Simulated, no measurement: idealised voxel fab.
Proc. module: voxel self aligned contacts
It is cross-section cut that appears here, measuring 185 nm in width, its square cells being 5 nm in size.
Format of a cross-section: grid, square cells. Given as bands. Order: top down. Band: one or more rows of cells.
Band: top and bottom heights (nm) first, top before bottom; then materials from left to right, widths in nm. "throughout" marks a sole material filling the band edge to edge. "blank" denotes empty space.
Counting heights begins at 0, where everything beneath is, in the wafer as received, one material. The lowest band has no bottom; it goes on downwards, as "from 0 down" shows.
The notation "30..40" denotes a width that varies across the rows of cells in the band, beginning at the first number in the top row, finishing at the second number in the bottom row, and changing by an identical amount from each row to the next.
The designation "no change", where it is given for a processing step, indicates that no cell of the cross-section was altered in the course of that step.
For the entry "Closed void table", the listed items are empty spaces with no open way to the top whose size is 8 cells or more; each item follows the pattern width x height at distance, where distance is from the left edge and all three are in nm.
Text after the settings on a step's line: the simulator's own remark on that step.
overlay nm: on a step with a mask, how far right of its planned place the mask lay; negative means left.
# Process steps foreseen in the plan
step 1: RECEIVE with material Si
step 2: CONFORMAL_DEP with material SiO2, thk nm 5
step 3: DIRECTIONAL_DEP with material polySi, thk nm 20
step 4: DIRECTIONAL_DEP with material SiN, thk nm 15
step 5: PATTERN with tone cover, mask id GATE, material resist, width nm 30, pitch nm 60, thk nm 15, overlay nm 0
step 6: DIRECTIONAL_ETCH with etch materials SiN, depth nm 15
step 7: DIRECTIONAL_ETCH with etch materials polySi, depth nm 20
step 8: STRIP with etch materials resist
step 9: CONFORMAL_DEP with material SiN, thk nm 5
step 10: DIRECTIONAL_ETCH with etch materials SiN, depth nm 5
step 11: FILL_DEP with material SiO2, thk nm 15
step 12: CMP with height nm 45
step 13: MASKED_ETCH with tone open, mask id CONTACT, width nm 40, pitch nm 60, etch materials SiO2, depth nm 45, overlay nm 0
step 14: CONFORMAL_DEP with material TiN, thk nm 5
step 15: FILL_DEP with material W, thk nm 5
step 16: CMP with height nm 45
step 17: CONFORMAL_DEP with material SiCN, thk nm 5
# Delivered wafer in cross-section: state after step 1
from 0 down: Si throughout
Closed void table: none
# Post-module cross-section: identical start and plan to those above, one misstep in execution
from 50 to 45: SiCN throughout
from 45 to 40: 40 SiO2 | 15 TiN | 10 W | 15 TiN | 20 SiO2 | 15 TiN | 10 W | 15 TiN | 45 SiO2
from 40 to 25: 10 SiO2 | 40 SiN | 5 TiN | 10 W | 5 TiN | 40 SiN | 5 TiN | 10 W | 5 TiN | 40 SiN | 15 SiO2
from 25 to 15: 10 SiO2 | 5 SiN | 30 polySi | 5 SiN | 5 TiN | 10 W | 5 TiN | 5 SiN | 30 polySi | 5 SiN | 5 TiN | 10 W | 5 TiN | 5 SiN | 30 polySi | 5 SiN | 15 SiO2
from 15 to 10: 10 SiO2 | 5 SiN | 30 polySi | 5 SiN | 20 TiN | 5 SiN | 30 polySi | 5 SiN | 20 TiN | 5 SiN | 30 polySi | 5 SiN | 15 SiO2
from 10 to 5: 15 SiN | 30 polySi | 30 SiN | 30 polySi | 30 SiN | 30 polySi | 20 SiN
from 5 to 0: SiO2 throughout
from 0 down: Si throughout
Closed void table: none
Run error: steps 9 and 10 run out of order (swapped)
